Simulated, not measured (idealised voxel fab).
A process module follows: voxel wiring stack.
For reference, the cross-section in this document is cut, with width 290 nm and square cells of 5 nm.
Cross-section format: a grid of square cells, given as bands from top to bottom; each band is one or more rows of cells.
Read a band's entry like this: the first values are the height of its top and the height of its bottom in nm, and what follows is the sequence of materials from left to right, each with its width in nm. Note that "blank" is empty space, and that a single material marked "throughout" reaches across the band from edge to edge.
Convention: height 0 is the level below which the wafer, as received, is all one material. The lowest band does not terminate at the bottom but continues downward, represented as "0 -> down".
A two-number width, for instance "30 to 40", indicates that the width is equal to the first number in the top row of the band and to the second number in the bottom row, and that it changes by a constant amount per row of cells.
Key: "no change occurred" - step with no changed cell in the cross-section.
So "Sealed cavities" is basically the list of trapped voids: any empty space of 8 cells or more that can't reach the top through an opening. They're written width x height at distance, the distance being from the left edge, and it's all nm.
after a step's settings: what the simulator itself notes on the step
overlay nm: where the mask lay relative to plan, measured to the right, on steps with a mask; negatives go left.
Steps planned for the process:
- 1: RECEIVE: material Si
- 2: CONFORMAL_DEP: material SiO2, thk nm 15
- 3: DIRECTIONAL_DEP: material TiN, thk nm 5
- 4: DIRECTIONAL_DEP: material W, thk nm 20
- 5: DIRECTIONAL_DEP: material aC, thk nm 10
- 6: PATTERN: tone cover, mask id METAL_1, material resist, width nm 30, pitch nm 60, thk nm 25, overlay nm 0
- 7: DIRECTIONAL_ETCH: etch materials aC, depth nm 10
- 8: STRIP: etch materials resist
- 9: DIRECTIONAL_ETCH: etch materials W, depth nm 20
- 10: DIRECTIONAL_ETCH: etch materials TiN, depth nm 5
- 11: STRIP: etch materials aC
- 12: FILL_DEP: material SiO2, thk nm 5
- 13: CMP: height nm 40
- 14: CONFORMAL_DEP: material SiCN, thk nm 5
- 15: DIRECTIONAL_DEP: material lowk, thk nm 30
- 16: PATTERN: tone open, mask id METAL_2_HOLES, material resist, width nm 15, pitch nm 120, thk nm 15, overlay nm 0
- 17: DIRECTIONAL_ETCH: etch materials lowk, depth nm 30
- 18: STRIP: etch materials resist
- 19: PATTERN: tone open, mask id METAL_2, material resist, width nm 30, pitch nm 60, thk nm 20, overlay nm 0
- 20: DIRECTIONAL_ETCH: etch materials lowk, depth nm 20
- 21: DIRECTIONAL_ETCH: etch materials SiCN, depth nm 5
- 22: STRIP: etch materials resist
- 23: CONFORMAL_DEP: material TiN, thk nm 5
- 24: FILL_DEP: material Cu, thk nm 10
- 25: CMP: height nm 75
- 26: CONFORMAL_DEP: material SiCN, thk nm 5
- 27: DIRECTIONAL_DEP: material SiO2, thk nm 15
- 28: PATTERN: tone open, mask id PLUG_2, material resist, width nm 15, pitch nm 60, thk nm 15, overlay nm 0
- 29: DIRECTIONAL_ETCH: etch materials SiO2, depth nm 15
- 30: DIRECTIONAL_ETCH: etch materials SiCN, depth nm 5
- 31: STRIP: etch materials resist
- 32: EPI: material Ru, thk nm 10
- 33: EPI: material Ru, thk nm 10
- 34: DIRECTIONAL_DEP: material TiN, thk nm 5
- 35: DIRECTIONAL_DEP: material W, thk nm 20
- 36: DIRECTIONAL_DEP: material aC, thk nm 10
- 37: PATTERN: tone cover, mask id METAL_3, material resist, width nm 30, pitch nm 60, thk nm 25, overlay nm 0
- 38: DIRECTIONAL_ETCH: etch materials aC, depth nm 10
- 39: STRIP: etch materials resist
- 40: DIRECTIONAL_ETCH: etch materials W, depth nm 20
- 41: DIRECTIONAL_ETCH: etch materials TiN, depth nm 5
- 42: STRIP: etch materials aC
- 43: FILL_DEP: material lowk, thk nm 5
- 44: CMP: height nm 120
- 45: CONFORMAL_DEP: material SiCN, thk nm 5
Wafer, first of two, run as planned:
As-received wafer cross-section (after step 1):
* 0 -> down  Si throughout
* Sealed cavities: none
Cross-section of the wafer after step 2:
* 15 -> 0  SiO2 throughout
* Everything under 0 stays put, no change at all.
Cross-section of the wafer after step 3:
* 20 -> 15  TiN throughout
* Everything under 15 stays put, no change at all.
Cross-section of the wafer after step 4:
* 40 -> 20  W throughout
* Everything under 20 stays put, no change at all.
Cross-section of the wafer after step 5:
* 50 -> 40  aC throughout
* Everything under 40 stays put, no change at all.
Cross-section of the wafer after step 6:
* 75 -> 50  70 of blank, then 30 of resist, then 30 of blank, then 30 of resist, then 30 of blank, then 30 of resist, then 70 of blank
* Everything under 50 stays put, no change at all.
Cross-section of the wafer after step 7:
* 65 -> 50  70 of blank, then 30 of resist, then 30 of blank, then 30 of resist, then 30 of blank, then 30 of resist, then 70 of blank
* 50 -> 40  70 of blank, then 30 of aC, then 30 of blank, then 30 of aC, then 30 of blank, then 30 of aC, then 70 of blank
* Everything under 40 stays put, no change at all.
Cross-section of the wafer after step 8:
* 50 -> 40  70 of blank, then 30 of aC, then 30 of blank, then 30 of aC, then 30 of blank, then 30 of aC, then 70 of blank
* Everything under 40 stays put, no change at all.
Cross-section of the wafer after step 9:
* 50 -> 40  70 of blank, then 30 of aC, then 30 of blank, then 30 of aC, then 30 of blank, then 30 of aC, then 70 of blank
* 40 -> 20  70 of blank, then 30 of W, then 30 of blank, then 30 of W, then 30 of blank, then 30 of W, then 70 of blank
* Everything under 20 stays put, no change at all.
Cross-section of the wafer after step 10:
* 50 -> 40  70 of blank, then 30 of aC, then 30 of blank, then 30 of aC, then 30 of blank, then 30 of aC, then 70 of blank
* 40 -> 20  70 of blank, then 30 of W, then 30 of blank, then 30 of W, then 30 of blank, then 30 of W, then 70 of blank
* 20 -> 15  70 of blank, then 30 of TiN, then 30 of blank, then 30 of TiN, then 30 of blank, then 30 of TiN, then 70 of blank
* Everything under 15 stays put, no change at all.
Cross-section of the wafer after step 11:
* 40 -> 20  70 of blank, then 30 of W, then 30 of blank, then 30 of W, then 30 of blank, then 30 of W, then 70 of blank
* Everything under 20 stays put, no change at all.
Cross-section of the wafer after step 12:
* 45 -> 40  SiO2 throughout
* 40 -> 20  70 of SiO2, then 30 of W, then 30 of SiO2, then 30 of W, then 30 of SiO2, then 30 of W, then 70 of SiO2
* 20 -> 15  70 of SiO2, then 30 of TiN, then 30 of SiO2, then 30 of TiN, then 30 of SiO2, then 30 of TiN, then 70 of SiO2
* Everything under 15 stays put, no change at all.
Cross-section of the wafer after step 13:
* 40 -> 20  70 of SiO2, then 30 of W, then 30 of SiO2, then 30 of W, then 30 of SiO2, then 30 of W, then 70 of SiO2
* Everything under 20 stays put, no change at all.
Cross-section of the wafer after step 14:
* 45 -> 40  SiCN throughout
* Everything under 40 stays put, no change at all.
Cross-section of the wafer after step 15:
* 75 -> 45  lowk throughout
* Everything under 45 stays put, no change at all.
Cross-section of the wafer after step 16:
* 90 -> 75  70 of resist, then 15 of blank, then 105 of resist, then 15 of blank, then 85 of resist
* Everything under 75 stays put, no change at all.
Cross-section of the wafer after step 17:
* 90 -> 75  70 of resist, then 15 of blank, then 105 of resist, then 15 of blank, then 85 of resist
* 75 -> 45  70 of lowk, then 15 of blank, then 105 of lowk, then 15 of blank, then 85 of lowk
* Everything under 45 stays put, no change at all.
Cross-section of the wafer after step 18:
* 75 -> 45  70 of lowk, then 15 of blank, then 105 of lowk, then 15 of blank, then 85 of lowk
* Everything under 45 stays put, no change at all.
Cross-section of the wafer after step 19:
* 95 -> 75  70 of resist, then 30 of blank, then 30 of resist, then 30 of blank, then 30 of resist, then 30 of blank, then 70 of resist
* Everything under 75 stays put, no change at all.
Cross-section of the wafer after step 20:
* 95 -> 75  70 of resist, then 30 of blank, then 30 of resist, then 30 of blank, then 30 of resist, then 30 of blank, then 70 of resist
* 75 -> 55  70 of lowk, then 30 of blank, then 30 of lowk, then 30 of blank, then 30 of lowk, then 30 of blank, then 70 of lowk
* Everything under 55 stays put, no change at all.
Cross-section of the wafer after step 21:
* 95 -> 75  70 of resist, then 30 of blank, then 30 of resist, then 30 of blank, then 30 of resist, then 30 of blank, then 70 of resist
* 75 -> 55  70 of lowk, then 30 of blank, then 30 of lowk, then 30 of blank, then 30 of lowk, then 30 of blank, then 70 of lowk
* 55 -> 45  70 of lowk, then 15 of blank, then 105 of lowk, then 15 of blank, then 85 of lowk
* 45 -> 40  70 of SiCN, then 15 of blank, then 105 of SiCN, then 15 of blank, then 85 of SiCN
* Everything under 40 stays put, no change at all.
Cross-section of the wafer after step 22:
* 75 -> 55  70 of lowk, then 30 of blank, then 30 of lowk, then 30 of blank, then 30 of lowk, then 30 of blank, then 70 of lowk
* Everything under 55 stays put, no change at all.
Cross-section of the wafer after step 23:
* 80 -> 75  75 of TiN, then 20 of blank, then 40 of TiN, then 20 of blank, then 40 of TiN, then 20 of blank, then 75 of TiN
* 75 -> 60  70 of lowk, then 5 of TiN, then 20 of blank, then 5 of TiN, then 30 of lowk, then 5 of TiN, then 20 of blank, then 5 of TiN, then 30 of lowk, then 5 of TiN, then 20 of blank, then 5 of TiN, then 70 of lowk
* 60 -> 55  70 of lowk, then 5 of TiN, then 5 of blank, then 20 of TiN, then 30 of lowk, then 30 of TiN, then 30 of lowk, then 5 of TiN, then 5 of blank, then 20 of TiN, then 70 of lowk
* 55 -> 45  70 of lowk, then 5 of TiN, then 5 of blank, then 5 of TiN, then 105 of lowk, then 5 of TiN, then 5 of blank, then 5 of TiN, then 85 of lowk
* 45 -> 40  70 of SiCN, then 15 of TiN, then 105 of SiCN, then 15 of TiN, then 85 of SiCN
* Everything under 40 stays put, no change at all.
Cross-section of the wafer after step 24:
* 90 -> 80  Cu throughout
* 80 -> 75  75 of TiN, then 20 of Cu, then 40 of TiN, then 20 of Cu, then 40 of TiN, then 20 of Cu, then 75 of TiN
* 75 -> 60  70 of lowk, then 5 of TiN, then 20 of Cu, then 5 of TiN, then 30 of lowk, then 5 of TiN, then 20 of Cu, then 5 of TiN, then 30 of lowk, then 5 of TiN, then 20 of Cu, then 5 of TiN, then 70 of lowk
* 60 -> 55  70 of lowk, then 5 of TiN, then 5 of Cu, then 20 of TiN, then 30 of lowk, then 30 of TiN, then 30 of lowk, then 5 of TiN, then 5 of Cu, then 20 of TiN, then 70 of lowk
* 55 -> 45  70 of lowk, then 5 of TiN, then 5 of Cu, then 5 of TiN, then 105 of lowk, then 5 of TiN, then 5 of Cu, then 5 of TiN, then 85 of lowk
* Everything under 45 stays put, no change at all.
Cross-section of the wafer after step 25:
* 75 -> 60  70 of lowk, then 5 of TiN, then 20 of Cu, then 5 of TiN, then 30 of lowk, then 5 of TiN, then 20 of Cu, then 5 of TiN, then 30 of lowk, then 5 of TiN, then 20 of Cu, then 5 of TiN, then 70 of lowk
* Everything under 60 stays put, no change at all.
Cross-section of the wafer after step 26:
* 80 -> 75  SiCN throughout
* Everything under 75 stays put, no change at all.
Cross-section of the wafer after step 27:
* 95 -> 80  SiO2 throughout
* Everything under 80 stays put, no change at all.
Cross-section of the wafer after step 28:
* 110 -> 95  70 of resist, then 15 of blank, then 45 of resist, then 15 of blank, then 45 of resist, then 15 of blank, then 85 of resist
* Everything under 95 stays put, no change at all.
Cross-section of the wafer after step 29:
* 110 -> 95  70 of resist, then 15 of blank, then 45 of resist, then 15 of blank, then 45 of resist, then 15 of blank, then 85 of resist
* 95 -> 80  70 of SiO2, then 15 of blank, then 45 of SiO2, then 15 of blank, then 45 of SiO2, then 15 of blank, then 85 of SiO2
* Everything under 80 stays put, no change at all.
Cross-section of the wafer after step 30:
* 110 -> 95  70 of resist, then 15 of blank, then 45 of resist, then 15 of blank, then 45 of resist, then 15 of blank, then 85 of resist
* 95 -> 80  70 of SiO2, then 15 of blank, then 45 of SiO2, then 15 of blank, then 45 of SiO2, then 15 of blank, then 85 of SiO2
* 80 -> 75  70 of SiCN, then 15 of blank, then 45 of SiCN, then 15 of blank, then 45 of SiCN, then 15 of blank, then 85 of SiCN
* Everything under 75 stays put, no change at all.
Cross-section of the wafer after step 31:
* 95 -> 80  70 of SiO2, then 15 of blank, then 45 of SiO2, then 15 of blank, then 45 of SiO2, then 15 of blank, then 85 of SiO2
* Everything under 80 stays put, no change at all.
Cross-section of the wafer after step 32:
* 95 -> 85  70 of SiO2, then 15 of blank, then 45 of SiO2, then 15 of blank, then 45 of SiO2, then 15 of blank, then 85 of SiO2
* 85 -> 80  70 of SiO2, then 15 of Ru, then 45 of SiO2, then 15 of Ru, then 45 of SiO2, then 15 of Ru, then 85 of SiO2
* 80 -> 75  70 of SiCN, then 15 of Ru, then 45 of SiCN, then 15 of Ru, then 45 of SiCN, then 15 of Ru, then 85 of SiCN
* Everything under 75 stays put, no change at all.
Cross-section of the wafer after step 33:
* 95 -> 80  70 of SiO2, then 15 of Ru, then 45 of SiO2, then 15 of Ru, then 45 of SiO2, then 15 of Ru, then 85 of SiO2
* Everything under 80 stays put, no change at all.
Cross-section of the wafer after step 34:
* 100 -> 95  TiN throughout
* Everything under 95 stays put, no change at all.
Cross-section of the wafer after step 35:
* 120 -> 100  W throughout
* Everything under 100 stays put, no change at all.
Cross-section of the wafer after step 36:
* 130 -> 120  aC throughout
* Everything under 120 stays put, no change at all.
Cross-section of the wafer after step 37:
* 155 -> 130  70 of blank, then 30 of resist, then 30 of blank, then 30 of resist, then 30 of blank, then 30 of resist, then 70 of blank
* Everything under 130 stays put, no change at all.
Cross-section of the wafer after step 38:
* 145 -> 130  70 of blank, then 30 of resist, then 30 of blank, then 30 of resist, then 30 of blank, then 30 of resist, then 70 of blank
* 130 -> 120  70 of blank, then 30 of aC, then 30 of blank, then 30 of aC, then 30 of blank, then 30 of aC, then 70 of blank
* Everything under 120 stays put, no change at all.
Cross-section of the wafer after step 39:
* 130 -> 120  70 of blank, then 30 of aC, then 30 of blank, then 30 of aC, then 30 of blank, then 30 of aC, then 70 of blank
* Everything under 120 stays put, no change at all.
Cross-section of the wafer after step 40:
* 130 -> 120  70 of blank, then 30 of aC, then 30 of blank, then 30 of aC, then 30 of blank, then 30 of aC, then 70 of blank
* 120 -> 100  70 of blank, then 30 of W, then 30 of blank, then 30 of W, then 30 of blank, then 30 of W, then 70 of blank
* Everything under 100 stays put, no change at all.
Cross-section of the wafer after step 41:
* 130 -> 120  70 of blank, then 30 of aC, then 30 of blank, then 30 of aC, then 30 of blank, then 30 of aC, then 70 of blank
* 120 -> 100  70 of blank, then 30 of W, then 30 of blank, then 30 of W, then 30 of blank, then 30 of W, then 70 of blank
* 100 -> 95  70 of blank, then 30 of TiN, then 30 of blank, then 30 of TiN, then 30 of blank, then 30 of TiN, then 70 of blank
* Everything under 95 stays put, no change at all.
Cross-section of the wafer after step 42:
* 120 -> 100  70 of blank, then 30 of W, then 30 of blank, then 30 of W, then 30 of blank, then 30 of W, then 70 of blank
* Everything under 100 stays put, no change at all.
Cross-section of the wafer after step 43:
* 125 -> 120  lowk throughout
* 120 -> 100  70 of lowk, then 30 of W, then 30 of lowk, then 30 of W, then 30 of lowk, then 30 of W, then 70 of lowk
* 100 -> 95  70 of lowk, then 30 of TiN, then 30 of lowk, then 30 of TiN, then 30 of lowk, then 30 of TiN, then 70 of lowk
* Everything under 95 stays put, no change at all.
Cross-section of the wafer after step 44:
* 120 -> 100  70 of lowk, then 30 of W, then 30 of lowk, then 30 of W, then 30 of lowk, then 30 of W, then 70 of lowk
* Everything under 100 stays put, no change at all.
Cross-section of the wafer after step 45:
* 125 -> 120  SiCN throughout
* Everything under 120 stays put, no change at all.
What follows concerns the second wafer, which started out like the first and was meant to follow the very same plan; one mistake crept in when it was run, but everything up to and including step 5 is the same as for the first wafer:
Cross-sectional view of the second wafer at the intended end time of process step 6:
* 75 -> 50  80 of blank, then 30 of resist, then 30 of blank, then 30 of resist, then 30 of blank, then 30 of resist, then 60 of blank
* Everything under 50 stays put, no change at all.
Cross-sectional view of the second wafer at the intended end time of process step 7:
* 65 -> 50  80 of blank, then 30 of resist, then 30 of blank, then 30 of resist, then 30 of blank, then 30 of resist, then 60 of blank
* 50 -> 40  80 of blank, then 30 of aC, then 30 of blank, then 30 of aC, then 30 of blank, then 30 of aC, then 60 of blank
* Everything under 40 stays put, no change at all.
Cross-sectional view of the second wafer at the intended end time of process step 8:
* 50 -> 40  80 of blank, then 30 of aC, then 30 of blank, then 30 of aC, then 30 of blank, then 30 of aC, then 60 of blank
* Everything under 40 stays put, no change at all.
Cross-sectional view of the second wafer at the intended end time of process step 9:
* 50 -> 40  80 of blank, then 30 of aC, then 30 of blank, then 30 of aC, then 30 of blank, then 30 of aC, then 60 of blank
* 40 -> 20  80 of blank, then 30 of W, then 30 of blank, then 30 of W, then 30 of blank, then 30 of W, then 60 of blank
* Everything under 20 stays put, no change at all.
Cross-sectional view of the second wafer at the intended end time of process step 10:
* 50 -> 40  80 of blank, then 30 of aC, then 30 of blank, then 30 of aC, then 30 of blank, then 30 of aC, then 60 of blank
* 40 -> 20  80 of blank, then 30 of W, then 30 of blank, then 30 of W, then 30 of blank, then 30 of W, then 60 of blank
* 20 -> 15  80 of blank, then 30 of TiN, then 30 of blank, then 30 of TiN, then 30 of blank, then 30 of TiN, then 60 of blank
* Everything under 15 stays put, no change at all.
Cross-sectional view of the second wafer at the intended end time of process step 11:
* 40 -> 20  80 of blank, then 30 of W, then 30 of blank, then 30 of W, then 30 of blank, then 30 of W, then 60 of blank
* Everything under 20 stays put, no change at all.
Cross-sectional view of the second wafer at the intended end time of process step 12:
* 45 -> 40  SiO2 throughout
* 40 -> 20  80 of SiO2, then 30 of W, then 30 of SiO2, then 30 of W, then 30 of SiO2, then 30 of W, then 60 of SiO2
* 20 -> 15  80 of SiO2, then 30 of TiN, then 30 of SiO2, then 30 of TiN, then 30 of SiO2, then 30 of TiN, then 60 of SiO2
* Everything under 15 stays put, no change at all.
Cross-sectional view of the second wafer at the intended end time of process step 13:
* 40 -> 20  80 of SiO2, then 30 of W, then 30 of SiO2, then 30 of W, then 30 of SiO2, then 30 of W, then 60 of SiO2
* Everything under 20 stays put, no change at all.
Cross-sectional view of the second wafer at the intended end time of process step 14:
* 45 -> 40  SiCN throughout
* Everything under 40 stays put, no change at all.
Cross-sectional view of the second wafer at the intended end time of process step 15:
* 75 -> 45  lowk throughout
* Everything under 45 stays put, no change at all.
Cross-sectional view of the second wafer at the intended end time of process step 16:
* 90 -> 75  70 of resist, then 15 of blank, then 105 of resist, then 15 of blank, then 85 of resist
* Everything under 75 stays put, no change at all.
Cross-sectional view of the second wafer at the intended end time of process step 17:
* 90 -> 75  70 of resist, then 15 of blank, then 105 of resist, then 15 of blank, then 85 of resist
* 75 -> 45  70 of lowk, then 15 of blank, then 105 of lowk, then 15 of blank, then 85 of lowk
* Everything under 45 stays put, no change at all.
Cross-sectional view of the second wafer at the intended end time of process step 18:
* 75 -> 45  70 of lowk, then 15 of blank, then 105 of lowk, then 15 of blank, then 85 of lowk
* Everything under 45 stays put, no change at all.
Cross-sectional view of the second wafer at the intended end time of process step 19:
* 95 -> 75  70 of resist, then 30 of blank, then 30 of resist, then 30 of blank, then 30 of resist, then 30 of blank, then 70 of resist
* Everything under 75 stays put, no change at all.
Cross-sectional view of the second wafer at the intended end time of process step 20:
* 95 -> 75  70 of resist, then 30 of blank, then 30 of resist, then 30 of blank, then 30 of resist, then 30 of blank, then 70 of resist
* 75 -> 55  70 of lowk, then 30 of blank, then 30 of lowk, then 30 of blank, then 30 of lowk, then 30 of blank, then 70 of lowk
* Everything under 55 stays put, no change at all.
Cross-sectional view of the second wafer at the intended end time of process step 21:
* 95 -> 75  70 of resist, then 30 of blank, then 30 of resist, then 30 of blank, then 30 of resist, then 30 of blank, then 70 of resist
* 75 -> 55  70 of lowk, then 30 of blank, then 30 of lowk, then 30 of blank, then 30 of lowk, then 30 of blank, then 70 of lowk
* 55 -> 45  70 of lowk, then 15 of blank, then 105 of lowk, then 15 of blank, then 85 of lowk
* 45 -> 40  70 of SiCN, then 15 of blank, then 105 of SiCN, then 15 of blank, then 85 of SiCN
* Everything under 40 stays put, no change at all.
Cross-sectional view of the second wafer at the intended end time of process step 22:
* 75 -> 55  70 of lowk, then 30 of blank, then 30 of lowk, then 30 of blank, then 30 of lowk, then 30 of blank, then 70 of lowk
* Everything under 55 stays put, no change at all.
Cross-sectional view of the second wafer at the intended end time of process step 23:
* 80 -> 75  75 of TiN, then 20 of blank, then 40 of TiN, then 20 of blank, then 40 of TiN, then 20 of blank, then 75 of TiN
* 75 -> 60  70 of lowk, then 5 of TiN, then 20 of blank, then 5 of TiN, then 30 of lowk, then 5 of TiN, then 20 of blank, then 5 of TiN, then 30 of lowk, then 5 of TiN, then 20 of blank, then 5 of TiN, then 70 of lowk
* 60 -> 55  70 of lowk, then 5 of TiN, then 5 of blank, then 20 of TiN, then 30 of lowk, then 30 of TiN, then 30 of lowk, then 5 of TiN, then 5 of blank, then 20 of TiN, then 70 of lowk
* 55 -> 45  70 of lowk, then 5 of TiN, then 5 of blank, then 5 of TiN, then 105 of lowk, then 5 of TiN, then 5 of blank, then 5 of TiN, then 85 of lowk
* 45 -> 40  70 of SiCN, then 15 of TiN, then 105 of SiCN, then 15 of TiN, then 85 of SiCN
* Everything under 40 stays put, no change at all.
Cross-sectional view of the second wafer at the intended end time of process step 24:
* 90 -> 80  Cu throughout
* 80 -> 75  75 of TiN, then 20 of Cu, then 40 of TiN, then 20 of Cu, then 40 of TiN, then 20 of Cu, then 75 of TiN
* 75 -> 60  70 of lowk, then 5 of TiN, then 20 of Cu, then 5 of TiN, then 30 of lowk, then 5 of TiN, then 20 of Cu, then 5 of TiN, then 30 of lowk, then 5 of TiN, then 20 of Cu, then 5 of TiN, then 70 of lowk
* 60 -> 55  70 of lowk, then 5 of TiN, then 5 of Cu, then 20 of TiN, then 30 of lowk, then 30 of TiN, then 30 of lowk, then 5 of TiN, then 5 of Cu, then 20 of TiN, then 70 of lowk
* 55 -> 45  70 of lowk, then 5 of TiN, then 5 of Cu, then 5 of TiN, then 105 of lowk, then 5 of TiN, then 5 of Cu, then 5 of TiN, then 85 of lowk
* Everything under 45 stays put, no change at all.
Cross-sectional view of the second wafer at the intended end time of process step 25:
* 75 -> 60  70 of lowk, then 5 of TiN, then 20 of Cu, then 5 of TiN, then 30 of lowk, then 5 of TiN, then 20 of Cu, then 5 of TiN, then 30 of lowk, then 5 of TiN, then 20 of Cu, then 5 of TiN, then 70 of lowk
* Everything under 60 stays put, no change at all.
Cross-sectional view of the second wafer at the intended end time of process step 26:
* 80 -> 75  SiCN throughout
* Everything under 75 stays put, no change at all.
Cross-sectional view of the second wafer at the intended end time of process step 27:
* 95 -> 80  SiO2 throughout
* Everything under 80 stays put, no change at all.
Cross-sectional view of the second wafer at the intended end time of process step 28:
* 110 -> 95  70 of resist, then 15 of blank, then 45 of resist, then 15 of blank, then 45 of resist, then 15 of blank, then 85 of resist
* Everything under 95 stays put, no change at all.
Cross-sectional view of the second wafer at the intended end time of process step 29:
* 110 -> 95  70 of resist, then 15 of blank, then 45 of resist, then 15 of blank, then 45 of resist, then 15 of blank, then 85 of resist
* 95 -> 80  70 of SiO2, then 15 of blank, then 45 of SiO2, then 15 of blank, then 45 of SiO2, then 15 of blank, then 85 of SiO2
* Everything under 80 stays put, no change at all.
Cross-sectional view of the second wafer at the intended end time of process step 30:
* 110 -> 95  70 of resist, then 15 of blank, then 45 of resist, then 15 of blank, then 45 of resist, then 15 of blank, then 85 of resist
* 95 -> 80  70 of SiO2, then 15 of blank, then 45 of SiO2, then 15 of blank, then 45 of SiO2, then 15 of blank, then 85 of SiO2
* 80 -> 75  70 of SiCN, then 15 of blank, then 45 of SiCN, then 15 of blank, then 45 of SiCN, then 15 of blank, then 85 of SiCN
* Everything under 75 stays put, no change at all.
Cross-sectional view of the second wafer at the intended end time of process step 31:
* 95 -> 80  70 of SiO2, then 15 of blank, then 45 of SiO2, then 15 of blank, then 45 of SiO2, then 15 of blank, then 85 of SiO2
* Everything under 80 stays put, no change at all.
Cross-sectional view of the second wafer at the intended end time of process step 32:
* 95 -> 85  70 of SiO2, then 15 of blank, then 45 of SiO2, then 15 of blank, then 45 of SiO2, then 15 of blank, then 85 of SiO2
* 85 -> 80  70 of SiO2, then 15 of Ru, then 45 of SiO2, then 15 of Ru, then 45 of SiO2, then 15 of Ru, then 85 of SiO2
* 80 -> 75  70 of SiCN, then 15 of Ru, then 45 of SiCN, then 15 of Ru, then 45 of SiCN, then 15 of Ru, then 85 of SiCN
* Everything under 75 stays put, no change at all.
Cross-sectional view of the second wafer at the intended end time of process step 33:
* 95 -> 80  70 of SiO2, then 15 of Ru, then 45 of SiO2, then 15 of Ru, then 45 of SiO2, then 15 of Ru, then 85 of SiO2
* Everything under 80 stays put, no change at all.
Cross-sectional view of the second wafer at the intended end time of process step 34:
* 100 -> 95  TiN throughout
* Everything under 95 stays put, no change at all.
Cross-sectional view of the second wafer at the intended end time of process step 35:
* 120 -> 100  W throughout
* Everything under 100 stays put, no change at all.
Cross-sectional view of the second wafer at the intended end time of process step 36:
* 130 -> 120  aC throughout
* Everything under 120 stays put, no change at all.
Cross-sectional view of the second wafer at the intended end time of process step 37:
* 155 -> 130  70 of blank, then 30 of resist, then 30 of blank, then 30 of resist, then 30 of blank, then 30 of resist, then 70 of blank
* Everything under 130 stays put, no change at all.
Cross-sectional view of the second wafer at the intended end time of process step 38:
* 145 -> 130  70 of blank, then 30 of resist, then 30 of blank, then 30 of resist, then 30 of blank, then 30 of resist, then 70 of blank
* 130 -> 120  70 of blank, then 30 of aC, then 30 of blank, then 30 of aC, then 30 of blank, then 30 of aC, then 70 of blank
* Everything under 120 stays put, no change at all.
Cross-sectional view of the second wafer at the intended end time of process step 39:
* 130 -> 120  70 of blank, then 30 of aC, then 30 of blank, then 30 of aC, then 30 of blank, then 30 of aC, then 70 of blank
* Everything under 120 stays put, no change at all.
Cross-sectional view of the second wafer at the intended end time of process step 40:
* 130 -> 120  70 of blank, then 30 of aC, then 30 of blank, then 30 of aC, then 30 of blank, then 30 of aC, then 70 of blank
* 120 -> 100  70 of blank, then 30 of W, then 30 of blank, then 30 of W, then 30 of blank, then 30 of W, then 70 of blank
* Everything under 100 stays put, no change at all.
Cross-sectional view of the second wafer at the intended end time of process step 41:
* 130 -> 120  70 of blank, then 30 of aC, then 30 of blank, then 30 of aC, then 30 of blank, then 30 of aC, then 70 of blank
* 120 -> 100  70 of blank, then 30 of W, then 30 of blank, then 30 of W, then 30 of blank, then 30 of W, then 70 of blank
* 100 -> 95  70 of blank, then 30 of TiN, then 30 of blank, then 30 of TiN, then 30 of blank, then 30 of TiN, then 70 of blank
* Everything under 95 stays put, no change at all.
Cross-sectional view of the second wafer at the intended end time of process step 42:
* 120 -> 100  70 of blank, then 30 of W, then 30 of blank, then 30 of W, then 30 of blank, then 30 of W, then 70 of blank
* Everything under 100 stays put, no change at all.
Cross-sectional view of the second wafer at the intended end time of process step 43:
* 125 -> 120  lowk throughout
* 120 -> 100  70 of lowk, then 30 of W, then 30 of lowk, then 30 of W, then 30 of lowk, then 30 of W, then 70 of lowk
* 100 -> 95  70 of lowk, then 30 of TiN, then 30 of lowk, then 30 of TiN, then 30 of lowk, then 30 of TiN, then 70 of lowk
* Everything under 95 stays put, no change at all.
Cross-sectional view of the second wafer at the intended end time of process step 44:
* 120 -> 100  70 of lowk, then 30 of W, then 30 of lowk, then 30 of W, then 30 of lowk, then 30 of W, then 70 of lowk
* Everything under 100 stays put, no change at all.
Cross-sectional view of the second wafer at the intended end time of process step 45:
* 125 -> 120  SiCN throughout
* Everything under 120 stays put, no change at all.
Here's what went sideways: off-plan run, step 6, actual operation and settings PATTERN: tone cover, mask id METAL_1, material resist, width nm 30, pitch nm 60, thk nm 25, overlay nm 10
At the close, every material occupies the same number of cells on the second wafer as on the first, only in different positions.
